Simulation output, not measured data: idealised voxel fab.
This section sets out a process module, namely voxel capacitor over wiring.
FYI the section here is cut, 220 nm wide, cells are 5 nm squares.
Square cells in a grid make up a cross-section in this document, and the grid is given as bands, listed from the top down, each one or more rows of cells. Top, bottom (nm), then materials left to right with widths (nm); lone material tagged "everywhere" fills the whole band edge to edge; "blank" = empty space. We count height from 0. Below that, the starting wafer is all one material. The lowest band never ends at the bottom but goes on down; see "0 nm and below" for how that is written. When a width is written as two numbers, as in "30..40", the first number is the width in the top row of cells of the band and the second is the width in its bottom row, and the width changes by the same amount from each row to the next. "no change occurred" (step): cross-section cells unchanged, all of them. Under "Sealed void list" you'll find the enclosed gaps, the ones with no way out to the top, that are 8 cells or bigger; each reads width x height at distance, with distance counted from the left edge, everything in nm. Anything after a step's settings on that line? It's the simulator's own note about the step. overlay nm: on a step with a mask, how far right of its planned place the mask lay; negative means left.

Process steps (planned):
| 1 | RECEIVE with material Si |
| 2 | CONFORMAL_DEP with material SiO2, thk nm 10 |
| 3 | CONFORMAL_DEP with material SiN, thk nm 5 |
| 4 | DIRECTIONAL_DEP with material SiO2, thk nm 15 |
| 5 | PATTERN with tone open, mask id METAL_1, material resist, width nm 20, pitch nm 80, thk nm 20, overlay nm 0 |
| 6 | DIRECTIONAL_ETCH with etch materials SiO2, depth nm 15 |
| 7 | DIRECTIONAL_ETCH with etch materials SiN, depth nm 5 |
| 8 | STRIP with etch materials resist |
| 9 | CONFORMAL_DEP with material TiN, thk nm 5 |
| 10 | FILL_DEP with material Ru, thk nm 10 |
| 11 | CMP with height nm 30 |
| 12 | EPI with material Ru, thk nm 5 |
| 13 | FILL_DEP with material SiCN, thk nm 5 |
| 14 | DIRECTIONAL_DEP with material lowk, thk nm 20 |
| 15 | DIRECTIONAL_DEP with material aC, thk nm 10 |
| 16 | PATTERN with tone open, mask id PLUG_1, material resist, width nm 15, thk nm 25, overlay nm 0 |
| 17 | DIRECTIONAL_ETCH with etch materials aC, depth nm 10 |
| 18 | STRIP with etch materials resist |
| 19 | DIRECTIONAL_ETCH with etch materials lowk, depth nm 20 |
| 20 | DIRECTIONAL_ETCH with etch materials SiCN, depth nm 5 |
| 21 | STRIP with etch materials aC |
| 22 | EPI with material Ru, thk nm 10 |
| 23 | EPI with material Ru, thk nm 10 |
| 24 | EPI with material Ru, thk nm 5 |
| 25 | DIRECTIONAL_DEP with material TiN, thk nm 5 |
| 26 | DIRECTIONAL_DEP with material Al2O3, thk nm 5 |
| 27 | DIRECTIONAL_DEP with material TiN, thk nm 5 |
| 28 | DIRECTIONAL_DEP with material aC, thk nm 15 |
| 29 | PATTERN with tone cover, mask id UPPER_PLATE, material resist, width nm 65, thk nm 35, overlay nm 0 |
| 30 | DIRECTIONAL_ETCH with etch materials aC, depth nm 15 |
| 31 | STRIP with etch materials resist |
| 32 | DIRECTIONAL_ETCH with etch materials TiN, depth nm 5 |
| 33 | DIRECTIONAL_ETCH with etch materials Al2O3, depth nm 5 |
| 34 | STRIP with etch materials aC |
| 35 | DIRECTIONAL_DEP with material aC, thk nm 15 |
| 36 | PATTERN with tone cover, mask id LOWER_PLATE, material resist, width nm 75, thk nm 35, overlay nm 0 |
| 37 | DIRECTIONAL_ETCH with etch materials aC, depth nm 15 |
| 38 | STRIP with etch materials resist |
| 39 | DIRECTIONAL_ETCH with etch materials TiN, depth nm 5 |
| 40 | STRIP with etch materials aC |
| 41 | FILL_DEP with material SiO2, thk nm 15 |
| 42 | CMP with height nm 85 |
| 43 | PATTERN with tone open, mask id PLUG_2, material resist, width nm 15, thk nm 15, overlay nm 0 |
| 44 | DIRECTIONAL_ETCH with etch materials SiO2, depth nm 10 |
| 45 | STRIP with etch materials resist |
| 46 | CONFORMAL_DEP with material TiN, thk nm 5 |
| 47 | FILL_DEP with material Cu, thk nm 10 |
| 48 | CMP with height nm 85 |
| 49 | CONFORMAL_DEP with material SiN, thk nm 5 |

As-received state of the wafer in cross-section, equivalent to post-step 1:
	0 nm and below: Si everywhere
	Sealed void list: none

Sectioned view, first of two wafers, at the close of the module, processed as intended in the plan:
	90 nm to 85 nm: SiN everywhere
	85 nm to 80 nm: SiO2 75, then TiN 5, then Cu 5, then TiN 5, then SiO2 130
	80 nm to 70 nm: SiO2 75..65, then TiN 15..65, then SiO2 130..90
	70 nm to 65 nm: SiO2 65, then Al2O3 65, then SiO2 90
	65 nm to 60 nm: SiO2 60, then TiN 75, then SiO2 85
	60 nm to 40 nm: lowk 65, then Ru 15, then lowk 140
	40 nm to 35 nm: SiCN 65, then Ru 15, then SiCN 140
	35 nm to 30 nm: SiCN 55, then Ru 30, then SiCN 50, then Ru 30, then SiCN 55
	30 nm to 15 nm: SiO2 60, then TiN 5, then Ru 10, then TiN 5, then SiO2 60, then TiN 5, then Ru 10, then TiN 5, then SiO2 60
	15 nm to 10 nm: SiN 60, then TiN 20, then SiN 60, then TiN 20, then SiN 60
	10 nm to 0 nm: SiO2 everywhere
	0 nm and below: Si everywhere
	Sealed void list: none

What the second wafer looks like in cross-section once the module is done. Its start and its plan matched the first wafer's exactly; what differed was one mistake in how it was run:
	90 nm to 85 nm: SiN everywhere
	85 nm to 80 nm: SiO2 75, then TiN 5, then Cu 5, then TiN 5, then SiO2 130
	80 nm to 70 nm: SiO2 75, then TiN 15..60, then SiO2 130..85
	70 nm to 65 nm: SiO2 75, then Al2O3 65, then SiO2 80
	65 nm to 60 nm: SiO2 60, then TiN 80, then SiO2 80
	60 nm to 40 nm: lowk 65, then Ru 15, then lowk 140
	40 nm to 35 nm: SiCN 65, then Ru 15, then SiCN 140
	35 nm to 30 nm: SiCN 55, then Ru 30, then SiCN 50, then Ru 30, then SiCN 55
	30 nm to 15 nm: SiO2 60, then TiN 5, then Ru 10, then TiN 5, then SiO2 60, then TiN 5, then Ru 10, then TiN 5, then SiO2 60
	15 nm to 10 nm: SiN 60, then TiN 20, then SiN 60, then TiN 20, then SiN 60
	10 nm to 0 nm: SiO2 everywhere
	0 nm and below: Si everywhere
	Sealed void list: none
The plan and the run diverged here: not per plan at step 29, really ran PATTERN with tone cover, mask id UPPER_PLATE, material resist, width nm 65, thk nm 35, overlay nm 10
By the end, you'd get the same cell count for each material on either wafer, but the second wafer puts them somewhere else.
